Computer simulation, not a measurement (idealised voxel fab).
process module | voxel double patterning
cross-section cut | 160 nm wide | cells 5 nm
A cross-section is a grid of square cells, given in bands from the top down. A band is one or more rows of cells.
Each band's line starts with the height of the band's top and of its bottom, in nm. Then come its materials from left to right, each with its width in nm. One material with "throughout" fills the band from edge to edge. "air" is empty space.
Height 0 is the level under which the wafer as received is all one material. The lowest band goes on downwards, as in "0 down".
A width such as "30 to 40" changes by the same amount from each row of cells to the next, from the band's top row to its bottom row.
"no change" after a step means that no cell of the cross-section changed.
closed voids: empty space of 8 cells or more with no open way to the top, each as width x height at its distance from the left edge, in nm
after a step's settings: what the simulator itself notes on the step
overlay nm, on a step with a mask: how far to the right of its planned place the mask lay; to the left if negative
plan
1 op RECEIVE | material Si
2 op CONFORMAL_DEP | material SiO2 | thk nm 10
3 op DIRECTIONAL_DEP | material polySi | thk nm 15
4 op DIRECTIONAL_DEP | material SiN | thk nm 10
5 op PATTERN | tone open | mask id FIRST | material resist | width nm 15 | pitch nm 50 | thk nm 20 | overlay nm 0
6 op DIRECTIONAL_ETCH | etch materials SiN | depth nm 10
7 op STRIP | etch materials resist
8 op MASKED_ETCH | tone open | mask id SECOND | width nm 15 | pitch nm 50 | etch materials SiN | depth nm 10 | overlay nm 0
9 op DIRECTIONAL_ETCH | etch materials polySi | depth nm 15
10 op STRIP | etch materials SiN
as received, after step 1
  0 down: Si throughout
  closed voids: none
a wafer at the end: this start, this plan, one mistake
  25 to 15: polySi 20 | air 15 | polySi 10 | air 15 | polySi 10 | air 15 | polySi 10 | air 15 | polySi 10 | air 15 | polySi 25
  15 to 10: polySi throughout
  10 to 0: SiO2 throughout
  0 down: Si throughout
  closed voids: none
what went wrong: step 9 ran as: op DIRECTIONAL_ETCH | etch materials polySi | depth nm 10
